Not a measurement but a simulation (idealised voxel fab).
process module | voxel released beams
cross-section cut | 280 nm wide | cells 5 nm
A cross-section is a grid of square cells, given in bands from the top down. A band is one or more rows of cells.
Each band's line starts with the height of the band's top and of its bottom, in nm. Then come its materials from left to right, each with its width in nm. One material with "throughout" fills the band from edge to edge. "air" is empty space.
Height 0 is the level under which the wafer as received is all one material. The lowest band goes on downwards, as in "0 down".
A width such as "30 to 40" changes by the same amount from each row of cells to the next, from the band's top row to its bottom row.
"no change" after a step means that no cell of the cross-section changed.
closed voids: empty space of 8 cells or more with no open way to the top, each as width x height at its distance from the left edge, in nm
after a step's settings: what the simulator itself notes on the step
overlay nm, on a step with a mask: how far to the right of its planned place the mask lay; to the left if negative
plan
1 op RECEIVE | material Si
2 op CONFORMAL_DEP | material SiN | thk nm 10
3 op DIRECTIONAL_DEP | material SiO2 | thk nm 15
4 op DIRECTIONAL_DEP | material aC | thk nm 10
5 op PATTERN | tone open | mask id ANCHOR | material resist | width nm 35 | thk nm 30 | overlay nm 0
6 op DIRECTIONAL_ETCH | etch materials aC | depth nm 10
7 op STRIP | etch materials resist
8 op DIRECTIONAL_ETCH | etch materials SiO2 | depth nm 15
9 op STRIP | etch materials aC
10 op CONFORMAL_DEP | material W | thk nm 10
11 op MASKED_ETCH | tone cover | mask id BEAM | width nm 120 | etch materials W | depth nm 10 | overlay nm 0
12 op STRIP | etch materials SiO2
as received, after step 1
  0 down: Si throughout
  closed voids: none
first wafer at the end, as planned
  35 to 25: air 75 | W 15 | air 15 | W 90 | air 85
  25 to 20: air 80 | W 10 | air 15 | W 10 | air 165
  20 to 10: air 80 | W 35 | air 165
  10 to 0: SiN throughout
  0 down: Si throughout
  closed voids: none
second wafer at the end: like start, like plan, one mistake
  35 to 25: air 75 | W 120 | air 85
  25 to 15: SiN throughout
  15 to 0: SiO2 throughout
  0 down: Si throughout
  closed voids: none
what went wrong: steps 2 and 3 were swapped
at the end the second wafer has, in cells: 168 more of SiO2 | 12 fewer of W
